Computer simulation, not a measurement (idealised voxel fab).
process module | voxel released beams
cross-section cut | 235 nm wide | cells 5 nm
A cross-section is a grid of square cells, given in bands from the top down. A band is one or more rows of cells.
Each band's line starts with the height of the band's top and of its bottom, in nm. Then come its materials from left to right, each with its width in nm. One material with "throughout" fills the band from edge to edge. "air" is empty space.
Height 0 is the level under which the wafer as received is all one material. The lowest band goes on downwards, as in "0 down".
A width such as "30 to 40" changes by the same amount from each row of cells to the next, from the band's top row to its bottom row.
"no change" after a step means that no cell of the cross-section changed.
closed voids: empty space of 8 cells or more with no open way to the top, each as width x height at its distance from the left edge, in nm
after a step's settings: what the simulator itself notes on the step
overlay nm, on a step with a mask: how far to the right of its planned place the mask lay; to the left if negative
plan
1 op RECEIVE | material Si
2 op CONFORMAL_DEP | material Al2O3 | thk nm 5
3 op DIRECTIONAL_DEP | material SiO2 | thk nm 10
4 op DIRECTIONAL_DEP | material aC | thk nm 10
5 op PATTERN | tone open | mask id ANCHOR | material resist | width nm 35 | thk nm 30 | overlay nm 0
6 op DIRECTIONAL_ETCH | etch materials aC | depth nm 10
7 op STRIP | etch materials resist
8 op DIRECTIONAL_ETCH | etch materials SiO2 | depth nm 10
9 op STRIP | etch materials aC
10 op CONFORMAL_DEP | material SiN | thk nm 15
11 op PATTERN | tone cover | mask id BEAM | material resist | width nm 120 | thk nm 15 | overlay nm -15
12 op DIRECTIONAL_ETCH | etch materials SiN | depth nm 15
13 op STRIP | etch materials resist
14 op STRIP | etch materials SiO2
varied across the wafers: overlay nm of step 11. The plan shows the first wafer's value. All wafers start alike
first wafer as received, after step 1
  0 down: Si throughout
  closed voids: none
first wafer at the end, after step 14
  30 to 20: air 40 | SiN 35 | air 5 | SiN 80 | air 75
  20 to 15: air 40 | SiN 120 | air 75
  15 to 5: air 60 | SiN 35 | air 140
  5 to 0: Al2O3 throughout
  0 down: Si throughout
  closed voids: none
last wafer at the end
  30 to 20: air 70 | SiN 5 | air 5 | SiN 110 | air 45
  20 to 15: air 70 | SiN 120 | air 45
  15 to 5: air 60 | SiN 35 | air 140
  5 to 0: Al2O3 throughout
  0 down: Si throughout
  closed voids: none
each wafer at the end: cells of each material gained (+) or lost (-) since it was received, then its closed voids
overlay nm -15 | +47 Al2O3 | +84 SiN | closed voids: none
overlay nm -10 | +47 Al2O3 | +84 SiN | closed voids: none
overlay nm -5 | +47 Al2O3 | +84 SiN | closed voids: none
overlay nm 0 | +47 Al2O3 | +84 SiN | closed voids: none
overlay nm 5 | +47 Al2O3 | +84 SiN | closed voids: none
overlay nm 10 | +47 Al2O3 | +84 SiN | closed voids: none
overlay nm 15 | +47 Al2O3 | +84 SiN | closed voids: none
